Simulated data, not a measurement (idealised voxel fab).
The document below concerns the process module designated voxel ribs on slabs.
The cross-section shown here is cut; it is 265 nm wide and divided into square cells measuring 5 nm on a side.
In this document a cross-section is written as a grid of square cells. It is given as a series of bands, listed from the top down, and a band is one or more rows of cells.
Look at the band entry: it leads with the top's height and the bottom's height in nm. Then it lists the materials left to right, with a width in nm for each. The word "edge to edge" on a single material says that material fills the band edge to edge. The word "air" is empty space.
Note: height 0 marks the level under which the wafer is uniformly one material as received. Lowest band unbounded below, written "z 0 and below".
A width such as "30..40" changes by the same amount from each row of cells to the next, from the band's top row to its bottom row.
For the purposes of this document, the phrase "no modification" attached to a step denotes that no cell within the cross-section was modified by that step.
Reported under the label "Entrapped void list" are the empty spaces having no open way to the top and comprising 8 cells or more; the notation for each is width x height at distance, in which the distance is measured from the left edge and all three values are in nm.
Heads up: the bit after the settings on a step's line is the simulator's remark on that step.
If you see "overlay nm" on a step's line and that step has a mask, it's telling you how far right of where it was planned the mask ended up; a negative number means it went left instead.
Everything after this point is organized in pairs: a cross-section before one process step, a cross-section after it that shows only as deep as the lowest changed band, and, under the pair, the intervening step with its settings. Because different runs of this module on the same starting wafer can supply different pairs, a pair continues from the pair above it only if its entry headed "Pre-step condition" says so.
**Pre-step condition**
  z 0 and below  Si edge to edge
  Entrapped void list: none
**Cross-Section Thereafter**
  z 20 to 0  SiO2 edge to edge
  Under the height 0 nothing was changed.
  Entrapped void list: none
Here is the step that sits between the two cross-sections above: DIRECTIONAL_DEP (material SiO2; thk nm 20)
Pre-step condition: per the after cross-section of the pair just above.
**Cross-Section Thereafter**
  z 35 to 20  polySi edge to edge
  Under the height 20 nothing was changed.
  Entrapped void list: none
Here is the step that sits between the two cross-sections above: DIRECTIONAL_DEP (material polySi; thk nm 15)
Pre-step condition: per the after cross-section of the pair just above.
**Cross-Section Thereafter**
  z 50 to 35  115 of air, 30 of resist, 120 of air
  Under the height 35 nothing was changed.
  Entrapped void list: none
Here is the step that sits between the two cross-sections above: PATTERN (tone cover; mask id RIB; material resist; width nm 30; thk nm 15; overlay nm 0)
Pre-step condition: per the after cross-section of the pair just above.
**Cross-Section Thereafter**
  z 50 to 35  115 of air, 30 of resist, 120 of air
  z 35 to 30  115 of air, 30 of polySi, 120 of air
  Under the height 30 nothing was changed.
  Entrapped void list: none
Here is the step that sits between the two cross-sections above: DIRECTIONAL_ETCH (etch materials polySi; depth nm 5)
Pre-step condition: per the after cross-section of the pair just above.
**Cross-Section Thereafter**
  z 35 to 30  115 of air, 30 of polySi, 120 of air
  Under the height 30 nothing was changed.
  Entrapped void list: none
Here is the step that sits between the two cross-sections above: STRIP (etch materials resist)
Pre-step condition: per the after cross-section of the pair just above.
**Cross-Section Thereafter**
  z 55 to 35  90 of air, 80 of resist, 95 of air
  z 35 to 30  90 of air, 25 of resist, 30 of polySi, 25 of resist, 95 of air
  Under the height 30 nothing was changed.
  Entrapped void list: none
Here is the step that sits between the two cross-sections above: PATTERN (tone cover; mask id SLAB; material resist; width nm 80; thk nm 20; overlay nm 0)
Pre-step condition: per the after cross-section of the pair just above.
**Cross-Section Thereafter**
  z 55 to 35  90 of air, 80 of resist, 95 of air
  z 35 to 30  90 of air, 25 of resist, 30 of polySi, 25 of resist, 95 of air
  z 30 to 20  90 of air, 80 of polySi, 95 of air
  Under the height 20 nothing was changed.
  Entrapped void list: none
Here is the step that sits between the two cross-sections above: DIRECTIONAL_ETCH (etch materials polySi; depth nm 10)
Pre-step condition: per the after cross-section of the pair just above.
**Cross-Section Thereafter**
  z 35 to 30  115 of air, 30 of polySi, 120 of air
  Under the height 30 nothing was changed.
  Entrapped void list: none
Here is the step that sits between the two cross-sections above: STRIP (etch materials resist)
Pre-step condition: per the after cross-section of the pair just above.
**Cross-Section Thereafter**
  z 55 to 35  SiO2 edge to edge
  z 35 to 30  115 of SiO2, 30 of polySi, 120 of SiO2
  z 30 to 20  90 of SiO2, 80 of polySi, 95 of SiO2
  Under the height 20 nothing was changed.
  Entrapped void list: none
Here is the step that sits between the two cross-sections above: FILL_DEP (material SiO2; thk nm 20)
Pre-step condition: per the after cross-section of the pair just above.
**Cross-Section Thereafter**
  z 50 to 35  SiO2 edge to edge
  Under the height 35 nothing was changed.
  Entrapped void list: none
Here is the step that sits between the two cross-sections above: CMP (height nm 50)
Pre-step condition: per the after cross-section of the pair just above.
**Cross-Section Thereafter**
  z 55 to 50  TiN edge to edge
  Under the height 50 nothing was changed.
  Entrapped void list: none
Here is the step that sits between the two cross-sections above: DIRECTIONAL_DEP (material TiN; thk nm 5)
Pre-step condition: per the after cross-section of the pair just above.
**Cross-Section Thereafter**
  z 65 to 55  aC edge to edge
  Under the height 55 nothing was changed.
  Entrapped void list: none
Here is the step that sits between the two cross-sections above: DIRECTIONAL_DEP (material aC; thk nm 10)
Pre-step condition: per the after cross-section of the pair just above.
**Cross-Section Thereafter**
  z 90 to 65  110 of air, 40 of resist, 115 of air
  Under the height 65 nothing was changed.
  Entrapped void list: none
Here is the step that sits between the two cross-sections above: PATTERN (tone cover; mask id HEATER; material resist; width nm 40; thk nm 25; overlay nm 0)
Pre-step condition: per the after cross-section of the pair just above.
**Cross-Section Thereafter**
  z 80 to 65  110 of air, 40 of resist, 115 of air
  z 65 to 55  110 of air, 40 of aC, 115 of air
  Under the height 55 nothing was changed.
  Entrapped void list: none
Here is the step that sits between the two cross-sections above: DIRECTIONAL_ETCH (etch materials aC; depth nm 10)
Pre-step condition: per the after cross-section of the pair just above.
**Cross-Section Thereafter**
  z 65 to 55  110 of air, 40 of aC, 115 of air
  Under the height 55 nothing was changed.
  Entrapped void list: none
Here is the step that sits between the two cross-sections above: STRIP (etch materials resist)
Pre-step condition: per the after cross-section of the pair just above.
**Cross-Section Thereafter**
  z 65 to 55  110 of air, 40 of aC, 115 of air
  z 55 to 50  110 of air, 40 of TiN, 115 of air
  Under the height 50 nothing was changed.
  Entrapped void list: none
Here is the step that sits between the two cross-sections above: DIRECTIONAL_ETCH (etch materials TiN; depth nm 5)
Pre-step condition: per the after cross-section of the pair just above.
**Cross-Section Thereafter**
  z 55 to 50  110 of air, 40 of TiN, 115 of air
  Under the height 50 nothing was changed.
  Entrapped void list: none
Here is the step that sits between the two cross-sections above: STRIP (etch materials aC)
Pre-step condition: per the after cross-section of the pair just above.
**Cross-Section Thereafter**
  z 60 to 55  105 of air, 50 of SiN, 110 of air
  z 55 to 50  110 of SiN, 40 of TiN, 115 of SiN
  Under the height 50 nothing was changed.
  Entrapped void list: none
Here is the step that sits between the two cross-sections above: CONFORMAL_DEP (material SiN; thk nm 5)
**Pre-step condition**
  z 20 to 0  SiO2 edge to edge
  z 0 and below  Si edge to edge
  Entrapped void list: none
**Cross-Section Thereafter**
  z 40 to 0  SiO2 edge to edge
  Under the height 0 nothing was changed.
  Entrapped void list: none
Here is the step that sits between the two cross-sections above: DIRECTIONAL_DEP (material SiO2; thk nm 20)
Pre-step condition: per the after cross-section of the pair just above.
**Cross-Section Thereafter**
  z 55 to 40  polySi edge to edge
  Under the height 40 nothing was changed.
  Entrapped void list: none
Here is the step that sits between the two cross-sections above: DIRECTIONAL_DEP (material polySi; thk nm 15)
Pre-step condition: per the after cross-section of the pair just above.
**Cross-Section Thereafter**
  z 70 to 55  115 of air, 30 of resist, 120 of air
  Under the height 55 nothing was changed.
  Entrapped void list: none
Here is the step that sits between the two cross-sections above: PATTERN (tone cover; mask id RIB; material resist; width nm 30; thk nm 15; overlay nm 0)
Pre-step condition: per the after cross-section of the pair just above.
**Cross-Section Thereafter**
  z 70 to 55  115 of air, 30 of resist, 120 of air
  z 55 to 50  115 of air, 30 of polySi, 120 of air
  Under the height 50 nothing was changed.
  Entrapped void list: none
Here is the step that sits between the two cross-sections above: DIRECTIONAL_ETCH (etch materials polySi; depth nm 5)
Pre-step condition: per the after cross-section of the pair just above.
**Cross-Section Thereafter**
  z 55 to 50  115 of air, 30 of polySi, 120 of air
  Under the height 50 nothing was changed.
  Entrapped void list: none
Here is the step that sits between the two cross-sections above: STRIP (etch materials resist)
Pre-step condition: per the after cross-section of the pair just above.
**Cross-Section Thereafter**
  z 75 to 55  90 of air, 80 of resist, 95 of air
  z 55 to 50  90 of air, 25 of resist, 30 of polySi, 25 of resist, 95 of air
  Under the height 50 nothing was changed.
  Entrapped void list: none
Here is the step that sits between the two cross-sections above: PATTERN (tone cover; mask id SLAB; material resist; width nm 80; thk nm 20; overlay nm 0)
Pre-step condition: per the after cross-section of the pair just above.
**Cross-Section Thereafter**
  z 75 to 55  90 of air, 80 of resist, 95 of air
  z 55 to 50  90 of air, 25 of resist, 30 of polySi, 25 of resist, 95 of air
  z 50 to 40  90 of air, 80 of polySi, 95 of air
  Under the height 40 nothing was changed.
  Entrapped void list: none
Here is the step that sits between the two cross-sections above: DIRECTIONAL_ETCH (etch materials polySi; depth nm 10)
Pre-step condition: per the after cross-section of the pair just above.
**Cross-Section Thereafter**
  z 55 to 50  115 of air, 30 of polySi, 120 of air
  Under the height 50 nothing was changed.
  Entrapped void list: none
Here is the step that sits between the two cross-sections above: STRIP (etch materials resist)
Pre-step condition: per the after cross-section of the pair just above.
**Cross-Section Thereafter**
  z 75 to 55  SiO2 edge to edge
  z 55 to 50  115 of SiO2, 30 of polySi, 120 of SiO2
  z 50 to 40  90 of SiO2, 80 of polySi, 95 of SiO2
  Under the height 40 nothing was changed.
  Entrapped void list: none
Here is the step that sits between the two cross-sections above: FILL_DEP (material SiO2; thk nm 20)
Pre-step condition: per the after cross-section of the pair just above.
**Cross-Section Thereafter**
  z 50 to 40  90 of SiO2, 80 of polySi, 95 of SiO2
  Under the height 40 nothing was changed.
  Entrapped void list: none
Here is the step that sits between the two cross-sections above: CMP (height nm 50)
Pre-step condition: per the after cross-section of the pair just above.
**Cross-Section Thereafter**
  z 55 to 50  TiN edge to edge
  Under the height 50 nothing was changed.
  Entrapped void list: none
Here is the step that sits between the two cross-sections above: DIRECTIONAL_DEP (material TiN; thk nm 5)
Pre-step condition: per the after cross-section of the pair just above.
**Cross-Section Thereafter**
  z 65 to 55  aC edge to edge
  Under the height 55 nothing was changed.
  Entrapped void list: none
Here is the step that sits between the two cross-sections above: DIRECTIONAL_DEP (material aC; thk nm 10)
Pre-step condition: per the after cross-section of the pair just above.
**Cross-Section Thereafter**
  z 90 to 65  110 of air, 40 of resist, 115 of air
  Under the height 65 nothing was changed.
  Entrapped void list: none
Here is the step that sits between the two cross-sections above: PATTERN (tone cover; mask id HEATER; material resist; width nm 40; thk nm 25; overlay nm 0)
Pre-step condition: per the after cross-section of the pair just above.
**Cross-Section Thereafter**
  z 80 to 65  110 of air, 40 of resist, 115 of air
  z 65 to 55  110 of air, 40 of aC, 115 of air
  Under the height 55 nothing was changed.
  Entrapped void list: none
Here is the step that sits between the two cross-sections above: DIRECTIONAL_ETCH (etch materials aC; depth nm 10)
Pre-step condition: per the after cross-section of the pair just above.
**Cross-Section Thereafter**
  z 65 to 55  110 of air, 40 of aC, 115 of air
  Under the height 55 nothing was changed.
  Entrapped void list: none
Here is the step that sits between the two cross-sections above: STRIP (etch materials resist)
Pre-step condition: per the after cross-section of the pair just above.
**Cross-Section Thereafter**
  z 65 to 55  110 of air, 40 of aC, 115 of air
  z 55 to 50  110 of air, 40 of TiN, 115 of air
  Under the height 50 nothing was changed.
  Entrapped void list: none
Here is the step that sits between the two cross-sections above: DIRECTIONAL_ETCH (etch materials TiN; depth nm 5)
Pre-step condition: per the after cross-section of the pair just above.
**Cross-Section Thereafter**
  z 55 to 50  110 of air, 40 of TiN, 115 of air
  Under the height 50 nothing was changed.
  Entrapped void list: none
Here is the step that sits between the two cross-sections above: STRIP (etch materials aC)
Pre-step condition: per the after cross-section of the pair just above.
**Cross-Section Thereafter**
  z 60 to 55  105 of air, 50 of SiN, 110 of air
  z 55 to 50  110 of SiN, 40 of TiN, 115 of SiN
  Under the height 50 nothing was changed.
  Entrapped void list: none
Here is the step that sits between the two cross-sections above: CONFORMAL_DEP (material SiN; thk nm 5)
**Pre-step condition**
  z 20 to 0  SiO2 edge to edge
  z 0 and below  Si edge to edge
  Entrapped void list: none
**Cross-Section Thereafter**
  z 35 to 20  115 of air, 30 of resist, 120 of air
  Under the height 20 nothing was changed.
  Entrapped void list: none
Here is the step that sits between the two cross-sections above: PATTERN (tone cover; mask id RIB; material resist; width nm 30; thk nm 15; overlay nm 0)
Pre-step condition: per the after cross-section of the pair just above.
**Cross-Section Thereafter**
  z 50 to 35  115 of air, 30 of polySi, 120 of air
  z 35 to 20  115 of polySi, 30 of resist, 120 of polySi
  Under the height 20 nothing was changed.
  Entrapped void list: none
Here is the step that sits between the two cross-sections above: DIRECTIONAL_DEP (material polySi; thk nm 15)
Pre-step condition: per the after cross-section of the pair just above.
**Cross-Section Thereafter**
  z 45 to 35  115 of air, 30 of polySi, 120 of air
  z 35 to 30  115 of air, 30 of resist, 120 of air
  Under the height 30 nothing was changed.
  Entrapped void list: none
Here is the step that sits between the two cross-sections above: DIRECTIONAL_ETCH (etch materials polySi; depth nm 5)
Pre-step condition: per the after cross-section of the pair just above.
**Cross-Section Thereafter**
  z 30 to 20  115 of polySi, 30 of air, 120 of polySi
  Under the height 20 nothing was changed.
  Entrapped void list: none
Here is the step that sits between the two cross-sections above: STRIP (etch materials resist)
Pre-step condition: per the after cross-section of the pair just above.
**Cross-Section Thereafter**
  z 50 to 30  90 of air, 80 of resist, 95 of air
  z 30 to 20  115 of polySi, 30 of resist, 120 of polySi
  Under the height 20 nothing was changed.
  Entrapped void list: none
Here is the step that sits between the two cross-sections above: PATTERN (tone cover; mask id SLAB; material resist; width nm 80; thk nm 20; overlay nm 0)
Pre-step condition: per the after cross-section of the pair just above.
**Cross-Section Thereafter**
  z 50 to 30  90 of air, 80 of resist, 95 of air
  z 30 to 20  90 of air, 25 of polySi, 30 of resist, 25 of polySi, 95 of air
  Under the height 20 nothing was changed.
  Entrapped void list: none
Here is the step that sits between the two cross-sections above: DIRECTIONAL_ETCH (etch materials polySi; depth nm 10)
Pre-step condition: per the after cross-section of the pair just above.
**Cross-Section Thereafter**
  z 30 to 20  90 of air, 25 of polySi, 30 of air, 25 of polySi, 95 of air
  Under the height 20 nothing was changed.
  Entrapped void list: none
Here is the step that sits between the two cross-sections above: STRIP (etch materials resist)
Pre-step condition: per the after cross-section of the pair just above.
**Cross-Section Thereafter**
  z 50 to 30  SiO2 edge to edge
  z 30 to 20  90 of SiO2, 25 of polySi, 30 of SiO2, 25 of polySi, 95 of SiO2
  Under the height 20 nothing was changed.
  Entrapped void list: none
Here is the step that sits between the two cross-sections above: FILL_DEP (material SiO2; thk nm 20)
Pre-step condition: per the after cross-section of the pair just above.
**Cross-Section Thereafter**
  z 55 to 50  TiN edge to edge
  Under the height 50 nothing was changed.
  Entrapped void list: none
Here is the step that sits between the two cross-sections above: DIRECTIONAL_DEP (material TiN; thk nm 5)
Pre-step condition: per the after cross-section of the pair just above.
**Cross-Section Thereafter**
  z 65 to 55  aC edge to edge
  Under the height 55 nothing was changed.
  Entrapped void list: none
Here is the step that sits between the two cross-sections above: DIRECTIONAL_DEP (material aC; thk nm 10)
Pre-step condition: per the after cross-section of the pair just above.
**Cross-Section Thereafter**
  z 90 to 65  110 of air, 40 of resist, 115 of air
  Under the height 65 nothing was changed.
  Entrapped void list: none
Here is the step that sits between the two cross-sections above: PATTERN (tone cover; mask id HEATER; material resist; width nm 40; thk nm 25; overlay nm 0)
Pre-step condition: per the after cross-section of the pair just above.
**Cross-Section Thereafter**
  z 80 to 65  110 of air, 40 of resist, 115 of air
  z 65 to 55  110 of air, 40 of aC, 115 of air
  Under the height 55 nothing was changed.
  Entrapped void list: none
Here is the step that sits between the two cross-sections above: DIRECTIONAL_ETCH (etch materials aC; depth nm 10)
Pre-step condition: per the after cross-section of the pair just above.
**Cross-Section Thereafter**
  z 65 to 55  110 of air, 40 of aC, 115 of air
  Under the height 55 nothing was changed.
  Entrapped void list: none
Here is the step that sits between the two cross-sections above: STRIP (etch materials resist)
Pre-step condition: per the after cross-section of the pair just above.
**Cross-Section Thereafter**
  z 65 to 55  110 of air, 40 of aC, 115 of air
  z 55 to 50  110 of air, 40 of TiN, 115 of air
  Under the height 50 nothing was changed.
  Entrapped void list: none
Here is the step that sits between the two cross-sections above: DIRECTIONAL_ETCH (etch materials TiN; depth nm 5)
Pre-step condition: per the after cross-section of the pair just above.
**Cross-Section Thereafter**
  z 55 to 50  110 of air, 40 of TiN, 115 of air
  Under the height 50 nothing was changed.
  Entrapped void list: none
Here is the step that sits between the two cross-sections above: STRIP (etch materials aC)
Pre-step condition: per the after cross-section of the pair just above.
**Cross-Section Thereafter**
  z 60 to 55  105 of air, 50 of SiN, 110 of air
  z 55 to 50  110 of SiN, 40 of TiN, 115 of SiN
  Under the height 50 nothing was changed.
  Entrapped void list: none
Here is the step that sits between the two cross-sections above: CONFORMAL_DEP (material SiN; thk nm 5)
**Pre-step condition**
  z 50 to 35  115 of air, 30 of resist, 120 of air
  z 35 to 20  polySi edge to edge
  z 20 to 0  SiO2 edge to edge
  z 0 and below  Si edge to edge
  Entrapped void list: none
**Cross-Section Thereafter**
  z 50 to 35  115 of air, 30 of resist, 120 of air
  z 35 to 20  115 of air, 30 of polySi, 120 of air
  Under the height 20 nothing was changed.
  Entrapped void list: none
Here is the step that sits between the two cross-sections above: DIRECTIONAL_ETCH (etch materials polySi; depth nm 15)
Pre-step condition: per the after cross-section of the pair just above.
**Cross-Section Thereafter**
  z 35 to 20  115 of air, 30 of polySi, 120 of air
  Under the height 20 nothing was changed.
  Entrapped void list: none
Here is the step that sits between the two cross-sections above: STRIP (etch materials resist)
Pre-step condition: per the after cross-section of the pair just above.
**Cross-Section Thereafter**
  z 55 to 35  90 of air, 80 of resist, 95 of air
  z 35 to 20  90 of air, 25 of resist, 30 of polySi, 25 of resist, 95 of air
  Under the height 20 nothing was changed.
  Entrapped void list: none
Here is the step that sits between the two cross-sections above: PATTERN (tone cover; mask id SLAB; material resist; width nm 80; thk nm 20; overlay nm 0)
Pre-step condition: per the after cross-section of the pair just above.
**Cross-Section Thereafter**
  z 35 to 20  115 of air, 30 of polySi, 120 of air
  Under the height 20 nothing was changed.
  Entrapped void list: none
Here is the step that sits between the two cross-sections above: STRIP (etch materials resist)
Pre-step condition: per the after cross-section of the pair just above.
**Cross-Section Thereafter**
  z 55 to 35  SiO2 edge to edge
  z 35 to 20  115 of SiO2, 30 of polySi, 120 of SiO2
  Under the height 20 nothing was changed.
  Entrapped void list: none
Here is the step that sits between the two cross-sections above: FILL_DEP (material SiO2; thk nm 20)
Pre-step condition: per the after cross-section of the pair just above.
**Cross-Section Thereafter**
  z 50 to 35  SiO2 edge to edge
  Under the height 35 nothing was changed.
  Entrapped void list: none
Here is the step that sits between the two cross-sections above: CMP (height nm 50)
Pre-step condition: per the after cross-section of the pair just above.
**Cross-Section Thereafter**
  z 55 to 50  TiN edge to edge
  Under the height 50 nothing was changed.
  Entrapped void list: none
Here is the step that sits between the two cross-sections above: DIRECTIONAL_DEP (material TiN; thk nm 5)
Pre-step condition: per the after cross-section of the pair just above.
**Cross-Section Thereafter**
  z 65 to 55  aC edge to edge
  Under the height 55 nothing was changed.
  Entrapped void list: none
Here is the step that sits between the two cross-sections above: DIRECTIONAL_DEP (material aC; thk nm 10)
Pre-step condition: per the after cross-section of the pair just above.
**Cross-Section Thereafter**
  z 90 to 65  110 of air, 40 of resist, 115 of air
  Under the height 65 nothing was changed.
  Entrapped void list: none
Here is the step that sits between the two cross-sections above: PATTERN (tone cover; mask id HEATER; material resist; width nm 40; thk nm 25; overlay nm 0)
Pre-step condition: per the after cross-section of the pair just above.
**Cross-Section Thereafter**
  z 80 to 65  110 of air, 40 of resist, 115 of air
  z 65 to 55  110 of air, 40 of aC, 115 of air
  Under the height 55 nothing was changed.
  Entrapped void list: none
Here is the step that sits between the two cross-sections above: DIRECTIONAL_ETCH (etch materials aC; depth nm 10)
Pre-step condition: per the after cross-section of the pair just above.
**Cross-Section Thereafter**
  z 65 to 55  110 of air, 40 of aC, 115 of air
  Under the height 55 nothing was changed.
  Entrapped void list: none
Here is the step that sits between the two cross-sections above: STRIP (etch materials resist)
Pre-step condition: per the after cross-section of the pair just above.
**Cross-Section Thereafter**
  z 65 to 55  110 of air, 40 of aC, 115 of air
  z 55 to 50  110 of air, 40 of TiN, 115 of air
  Under the height 50 nothing was changed.
  Entrapped void list: none
Here is the step that sits between the two cross-sections above: DIRECTIONAL_ETCH (etch materials TiN; depth nm 5)
Pre-step condition: per the after cross-section of the pair just above.
**Cross-Section Thereafter**
  z 55 to 50  110 of air, 40 of TiN, 115 of air
  Under the height 50 nothing was changed.
  Entrapped void list: none
Here is the step that sits between the two cross-sections above: STRIP (etch materials aC)
Pre-step condition: per the after cross-section of the pair just above.
**Cross-Section Thereafter**
  z 60 to 55  105 of air, 50 of SiN, 110 of air
  z 55 to 50  110 of SiN, 40 of TiN, 115 of SiN
  Under the height 50 nothing was changed.
  Entrapped void list: none
Here is the step that sits between the two cross-sections above: CONFORMAL_DEP (material SiN; thk nm 5)
**Pre-step condition**
  z 35 to 20  polySi edge to edge
  z 20 to 0  SiO2 edge to edge
  z 0 and below  Si edge to edge
  Entrapped void list: none
**Cross-Section Thereafter**
  z 50 to 35  110 of air, 40 of resist, 115 of air
  Under the height 35 nothing was changed.
  Entrapped void list: none
Here is the step that sits between the two cross-sections above: PATTERN (tone cover; mask id RIB; material resist; width nm 40; thk nm 15; overlay nm 0)
Pre-step condition: per the after cross-section of the pair just above.
**Cross-Section Thereafter**
  z 50 to 35  110 of air, 40 of resist, 115 of air
  z 35 to 30  110 of air, 40 of polySi, 115 of air
  Under the height 30 nothing was changed.
  Entrapped void list: none
Here is the step that sits between the two cross-sections above: DIRECTIONAL_ETCH (etch materials polySi; depth nm 5)
Pre-step condition: per the after cross-section of the pair just above.
**Cross-Section Thereafter**
  z 35 to 30  110 of air, 40 of polySi, 115 of air
  Under the height 30 nothing was changed.
  Entrapped void list: none
Here is the step that sits between the two cross-sections above: STRIP (etch materials resist)
Pre-step condition: per the after cross-section of the pair just above.
**Cross-Section Thereafter**
  z 55 to 35  90 of air, 80 of resist, 95 of air
  z 35 to 30  90 of air, 20 of resist, 40 of polySi, 20 of resist, 95 of air
  Under the height 30 nothing was changed.
  Entrapped void list: none
Here is the step that sits between the two cross-sections above: PATTERN (tone cover; mask id SLAB; material resist; width nm 80; thk nm 20; overlay nm 0)
Pre-step condition: per the after cross-section of the pair just above.
**Cross-Section Thereafter**
  z 55 to 35  90 of air, 80 of resist, 95 of air
  z 35 to 30  90 of air, 20 of resist, 40 of polySi, 20 of resist, 95 of air
  z 30 to 20  90 of air, 80 of polySi, 95 of air
  Under the height 20 nothing was changed.
  Entrapped void list: none
Here is the step that sits between the two cross-sections above: DIRECTIONAL_ETCH (etch materials polySi; depth nm 10)
Pre-step condition: per the after cross-section of the pair just above.
**Cross-Section Thereafter**
  z 35 to 30  110 of air, 40 of polySi, 115 of air
  Under the height 30 nothing was changed.
  Entrapped void list: none
Here is the step that sits between the two cross-sections above: STRIP (etch materials resist)
Pre-step condition: per the after cross-section of the pair just above.
**Cross-Section Thereafter**
  z 55 to 35  SiO2 edge to edge
  z 35 to 30  110 of SiO2, 40 of polySi, 115 of SiO2
  z 30 to 20  90 of SiO2, 80 of polySi, 95 of SiO2
  Under the height 20 nothing was changed.
  Entrapped void list: none
Here is the step that sits between the two cross-sections above: FILL_DEP (material SiO2; thk nm 20)
Pre-step condition: per the after cross-section of the pair just above.
**Cross-Section Thereafter**
  z 50 to 35  SiO2 edge to edge
  Under the height 35 nothing was changed.
  Entrapped void list: none
Here is the step that sits between the two cross-sections above: CMP (height nm 50)
Pre-step condition: per the after cross-section of the pair just above.
**Cross-Section Thereafter**
  z 55 to 50  TiN edge to edge
  Under the height 50 nothing was changed.
  Entrapped void list: none
Here is the step that sits between the two cross-sections above: DIRECTIONAL_DEP (material TiN; thk nm 5)
Pre-step condition: per the after cross-section of the pair just above.
**Cross-Section Thereafter**
  z 65 to 55  aC edge to edge
  Under the height 55 nothing was changed.
  Entrapped void list: none
Here is the step that sits between the two cross-sections above: DIRECTIONAL_DEP (material aC; thk nm 10)
Pre-step condition: per the after cross-section of the pair just above.
**Cross-Section Thereafter**
  z 90 to 65  110 of air, 40 of resist, 115 of air
  Under the height 65 nothing was changed.
  Entrapped void list: none
Here is the step that sits between the two cross-sections above: PATTERN (tone cover; mask id HEATER; material resist; width nm 40; thk nm 25; overlay nm 0)
Pre-step condition: per the after cross-section of the pair just above.
**Cross-Section Thereafter**
  z 80 to 65  110 of air, 40 of resist, 115 of air
  z 65 to 55  110 of air, 40 of aC, 115 of air
  Under the height 55 nothing was changed.
  Entrapped void list: none
Here is the step that sits between the two cross-sections above: DIRECTIONAL_ETCH (etch materials aC; depth nm 10)
Pre-step condition: per the after cross-section of the pair just above.
**Cross-Section Thereafter**
  z 65 to 55  110 of air, 40 of aC, 115 of air
  Under the height 55 nothing was changed.
  Entrapped void list: none
Here is the step that sits between the two cross-sections above: STRIP (etch materials resist)
Pre-step condition: per the after cross-section of the pair just above.
**Cross-Section Thereafter**
  z 65 to 55  110 of air, 40 of aC, 115 of air
  z 55 to 50  110 of air, 40 of TiN, 115 of air
  Under the height 50 nothing was changed.
  Entrapped void list: none
Here is the step that sits between the two cross-sections above: DIRECTIONAL_ETCH (etch materials TiN; depth nm 5)
Pre-step condition: per the after cross-section of the pair just above.
**Cross-Section Thereafter**
  z 55 to 50  110 of air, 40 of TiN, 115 of air
  Under the height 50 nothing was changed.
  Entrapped void list: none
Here is the step that sits between the two cross-sections above: STRIP (etch materials aC)
Pre-step condition: per the after cross-section of the pair just above.
**Cross-Section Thereafter**
  z 60 to 55  105 of air, 50 of SiN, 110 of air
  z 55 to 50  110 of SiN, 40 of TiN, 115 of SiN
  Under the height 50 nothing was changed.
  Entrapped void list: none
Here is the step that sits between the two cross-sections above: CONFORMAL_DEP (material SiN; thk nm 5)
**Pre-step condition**
  z 65 to 55  aC edge to edge
  z 55 to 50  TiN edge to edge
  z 50 to 35  SiO2 edge to edge
  z 35 to 30  115 of SiO2, 30 of polySi, 120 of SiO2
  z 30 to 20  90 of SiO2, 80 of polySi, 95 of SiO2
  z 20 to 0  SiO2 edge to edge
  z 0 and below  Si edge to edge
  Entrapped void list: none
**Cross-Section Thereafter**
  z 90 to 65  100 of air, 40 of resist, 125 of air
  Under the height 65 nothing was changed.
  Entrapped void list: none
Here is the step that sits between the two cross-sections above: PATTERN (tone cover; mask id HEATER; material resist; width nm 40; thk nm 25; overlay nm -10)
Pre-step condition: per the after cross-section of the pair just above.
**Cross-Section Thereafter**
  z 80 to 65  100 of air, 40 of resist, 125 of air
  z 65 to 55  100 of air, 40 of aC, 125 of air
  Under the height 55 nothing was changed.
  Entrapped void list: none
Here is the step that sits between the two cross-sections above: DIRECTIONAL_ETCH (etch materials aC; depth nm 10)
Pre-step condition: per the after cross-section of the pair just above.
**Cross-Section Thereafter**
  z 65 to 55  100 of air, 40 of aC, 125 of air
  Under the height 55 nothing was changed.
  Entrapped void list: none
Here is the step that sits between the two cross-sections above: STRIP (etch materials resist)
Pre-step condition: per the after cross-section of the pair just above.
**Cross-Section Thereafter**
  z 65 to 55  100 of air, 40 of aC, 125 of air
  z 55 to 50  100 of air, 40 of TiN, 125 of air
  Under the height 50 nothing was changed.
  Entrapped void list: none
Here is the step that sits between the two cross-sections above: DIRECTIONAL_ETCH (etch materials TiN; depth nm 5)
Pre-step condition: per the after cross-section of the pair just above.
**Cross-Section Thereafter**
  z 55 to 50  100 of air, 40 of TiN, 125 of air
  Under the height 50 nothing was changed.
  Entrapped void list: none
Here is the step that sits between the two cross-sections above: STRIP (etch materials aC)
Pre-step condition: per the after cross-section of the pair just above.
**Cross-Section Thereafter**
  z 60 to 55  95 of air, 50 of SiN, 120 of air
  z 55 to 50  100 of SiN, 40 of TiN, 125 of SiN
  Under the height 50 nothing was changed.
  Entrapped void list: none
Here is the step that sits between the two cross-sections above: CONFORMAL_DEP (material SiN; thk nm 5)
**Pre-step condition**
  z 50 to 35  SiO2 edge to edge
  z 35 to 30  115 of SiO2, 30 of polySi, 120 of SiO2
  z 30 to 20  90 of SiO2, 80 of polySi, 95 of SiO2
  z 20 to 0  SiO2 edge to edge
  z 0 and below  Si edge to edge
  Entrapped void list: none
**Cross-Section Thereafter**
  z 55 to 50  SiN edge to edge
  Under the height 50 nothing was changed.
  Entrapped void list: none
Here is the step that sits between the two cross-sections above: DIRECTIONAL_DEP (material SiN; thk nm 5)
Pre-step condition: per the after cross-section of the pair just above.
**Cross-Section Thereafter**
  z 65 to 55  aC edge to edge
  Under the height 55 nothing was changed.
  Entrapped void list: none
Here is the step that sits between the two cross-sections above: DIRECTIONAL_DEP (material aC; thk nm 10)
Pre-step condition: per the after cross-section of the pair just above.
**Cross-Section Thereafter**
  z 90 to 65  110 of air, 40 of resist, 115 of air
  Under the height 65 nothing was changed.
  Entrapped void list: none
Here is the step that sits between the two cross-sections above: PATTERN (tone cover; mask id HEATER; material resist; width nm 40; thk nm 25; overlay nm 0)
Pre-step condition: per the after cross-section of the pair just above.
**Cross-Section Thereafter**
  z 80 to 65  110 of air, 40 of resist, 115 of air
  z 65 to 55  110 of air, 40 of aC, 115 of air
  Under the height 55 nothing was changed.
  Entrapped void list: none
Here is the step that sits between the two cross-sections above: DIRECTIONAL_ETCH (etch materials aC; depth nm 10)
Pre-step condition: per the after cross-section of the pair just above.
**Cross-Section Thereafter**
  z 65 to 55  110 of air, 40 of aC, 115 of air
  Under the height 55 nothing was changed.
  Entrapped void list: none
Here is the step that sits between the two cross-sections above: STRIP (etch materials resist)
Pre-step condition: per the after cross-section of the pair just above.
**Cross-Section Thereafter**
  z 55 to 50  SiN edge to edge
  Under the height 50 nothing was changed.
  Entrapped void list: none
Here is the step that sits between the two cross-sections above: STRIP (etch materials aC)
Pre-step condition: per the after cross-section of the pair just above.
**Cross-Section Thereafter**
  z 60 to 50  SiN edge to edge
  Under the height 50 nothing was changed.
  Entrapped void list: none
Here is the step that sits between the two cross-sections above: CONFORMAL_DEP (material SiN; thk nm 5)
